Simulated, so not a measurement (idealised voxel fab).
process module | voxel wiring stack
cross-section cut | 265 nm wide | cells 5 nm
A cross-section is a grid of square cells, given in bands from the top down. A band is one or more rows of cells.
Each band's line starts with the height of the band's top and of its bottom, in nm. Then come its materials from left to right, each with its width in nm. One material with "throughout" fills the band from edge to edge. "air" is empty space.
Height 0 is the level under which the wafer as received is all one material. The lowest band goes on downwards, as in "0 down".
A width such as "30 to 40" changes by the same amount from each row of cells to the next, from the band's top row to its bottom row.
"no change" after a step means that no cell of the cross-section changed.
closed voids: empty space of 8 cells or more with no open way to the top, each as width x height at its distance from the left edge, in nm
after a step's settings: what the simulator itself notes on the step
overlay nm, on a step with a mask: how far to the right of its planned place the mask lay; to the left if negative
plan
1 op RECEIVE | material Si
2 op CONFORMAL_DEP | material SiO2 | thk nm 10
3 op CONFORMAL_DEP | material SiCN | thk nm 5
4 op DIRECTIONAL_DEP | material SiO2 | thk nm 20
5 op DIRECTIONAL_DEP | material aC | thk nm 15
6 op PATTERN | tone open | mask id METAL_1 | material resist | width nm 30 | pitch nm 60 | thk nm 35 | overlay nm 0
7 op DIRECTIONAL_ETCH | etch materials aC | depth nm 15
8 op STRIP | etch materials resist
9 op DIRECTIONAL_ETCH | etch materials SiO2 | depth nm 20
10 op DIRECTIONAL_ETCH | etch materials SiCN | depth nm 5
11 op STRIP | etch materials aC
12 op CONFORMAL_DEP | material TiN | thk nm 5
13 op FILL_DEP | material W | thk nm 5
14 op CMP | height nm 35
15 op EPI | material Ru | thk nm 5
16 op FILL_DEP | material SiCN | thk nm 5
17 op DIRECTIONAL_DEP | material SiO2 | thk nm 10
18 op PATTERN | tone open | mask id PLUG_1 | material resist | width nm 15 | pitch nm 60 | thk nm 15 | overlay nm 0
19 op DIRECTIONAL_ETCH | etch materials SiO2 | depth nm 10
20 op DIRECTIONAL_ETCH | etch materials SiCN | depth nm 5
21 op STRIP | etch materials resist
22 op EPI | material Ru | thk nm 10
23 op EPI | material Ru | thk nm 5
24 op DIRECTIONAL_DEP | material TiN | thk nm 5
25 op DIRECTIONAL_DEP | material W | thk nm 15
26 op DIRECTIONAL_DEP | material aC | thk nm 15
27 op PATTERN | tone cover | mask id METAL_2 | material resist | width nm 30 | pitch nm 60 | thk nm 30 | overlay nm 0
28 op DIRECTIONAL_ETCH | etch materials aC | depth nm 15
29 op STRIP | etch materials resist
30 op DIRECTIONAL_ETCH | etch materials W | depth nm 15
31 op DIRECTIONAL_ETCH | etch materials TiN | depth nm 5
32 op STRIP | etch materials aC
33 op CONFORMAL_DEP | material SiN | thk nm 5
34 op FILL_DEP | material lowk | thk nm 5
35 op CMP | height nm 75
36 op CONFORMAL_DEP | material SiCN | thk nm 5
as received, after step 1
  0 down: Si throughout
  closed voids: none
a wafer at the end: this start, this plan, one mistake
  80 to 75: SiCN throughout
  75 to 60: lowk 50 | SiN 5 | W 30 | SiN 5 | lowk 20 | SiN 5 | W 30 | SiN 5 | lowk 20 | SiN 5 | W 30 | SiN 5 | lowk 55
  60 to 55: SiN 55 | TiN 30 | SiN 30 | TiN 30 | SiN 30 | TiN 30 | SiN 60
  55 to 45: SiO2 55 | Ru 15 | SiO2 45 | Ru 15 | SiO2 45 | Ru 15 | SiO2 75
  45 to 40: SiCN 55 | Ru 15 | SiCN 45 | Ru 15 | SiCN 45 | Ru 15 | SiCN 75
  40 to 35: Ru 60 | SiCN 20 | Ru 40 | SiCN 20 | Ru 40 | SiCN 20 | Ru 65
  35 to 15: W 50 | TiN 5 | SiO2 30 | TiN 5 | W 20 | TiN 5 | SiO2 30 | TiN 5 | W 20 | TiN 5 | SiO2 30 | TiN 5 | W 55
  15 to 10: TiN 55 | SiCN 30 | TiN 30 | SiCN 30 | TiN 30 | SiCN 30 | TiN 60
  10 to 0: SiO2 throughout
  0 down: Si throughout
  closed voids: none
what went wrong: step 6 ran as: op PATTERN | tone cover | mask id METAL_1 | material resist | width nm 30 | pitch nm 60 | thk nm 35 | overlay nm 0
